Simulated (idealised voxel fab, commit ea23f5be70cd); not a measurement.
A process module follows: voxel ribs on slabs.
Section shown: cut. Width: 275 nm. Cell size: 5 nm, square.
Notation: cross-section as square-cell grid; stated in bands, top first, going down; one or more cell rows per band. Band entry format. Leading values: height of top, height of bottom, nm. Remainder: materials in left-to-right order, each with its width in nm. Special words: "full width" on a single material, which then fills the band edge to edge; "empty", empty space. Heights from 0 (as-received wafer is one material below). Bottom band endless downward, as "0 and below". Graded width ("30 to 40"): value in top row of band = first number; value in bottom row = second number; row-to-row change constant. It should be understood that the words "no change", when stated for a given step, signify that the cross-section underwent no change in any of its cells during that step. "Cavities, sealed": sealed empty spaces, 8 cells or more, no open way to top, listed width x height at distance, with distance from the left edge and width, height and distance in nm. after a step's settings: what the simulator itself notes on the step. "overlay nm" on a masked step: distance the mask lay right of its planned place, negative for left.
[The planned process steps are enumerated hereunder]
step 1: RECEIVE: material Si
step 2: DIRECTIONAL_DEP: material SiO2, thk nm 20
step 3: DIRECTIONAL_DEP: material SiN, thk nm 15
step 4: PATTERN: tone cover, mask id RIB, material resist, width nm 25, thk nm 20, overlay nm 0
step 5: DIRECTIONAL_ETCH: etch materials SiN, depth nm 10
step 6: STRIP: etch materials resist
step 7: DIRECTIONAL_DEP: material aC, thk nm 10
step 8: PATTERN: tone cover, mask id SLAB, material resist, width nm 75, thk nm 25, overlay nm 0
step 9: DIRECTIONAL_ETCH: etch materials aC, depth nm 10
step 10: STRIP: etch materials resist
step 11: DIRECTIONAL_ETCH: etch materials SiN, depth nm 5
step 12: STRIP: etch materials aC
step 13: FILL_DEP: material SiO2, thk nm 30
step 14: CMP: height nm 55
step 15: DIRECTIONAL_DEP: material TiN, thk nm 10
step 16: PATTERN: tone cover, mask id HEATER, material resist, width nm 35, thk nm 15, overlay nm 0
step 17: DIRECTIONAL_ETCH: etch materials TiN, depth nm 10
step 18: STRIP: etch materials resist
step 19: CONFORMAL_DEP: material SiN, thk nm 5
[This is the cross-section of the wafer as we received it, i.e. after step 1]
0 and below  Si full width
Cavities, sealed: none
[Same starting wafer, same plan as above, one mistake in the execution; this is the cross-section at the end of the module]
70 down to 65  115 nm empty; 45 nm SiN; 115 nm empty
65 down to 60  115 nm empty; 5 nm SiN; 35 nm TiN; 5 nm SiN; 115 nm empty
60 down to 55  120 nm SiN; 35 nm TiN; 120 nm SiN
55 down to 45  125 nm SiO2; 25 nm SiN; 125 nm SiO2
45 down to 40  100 nm SiO2; 75 nm SiN; 100 nm SiO2
40 down to 0  SiO2 full width
0 and below  Si full width
Cavities, sealed: none
The mistake made against the process plan was this: regarding the plan, step 2 was run twice
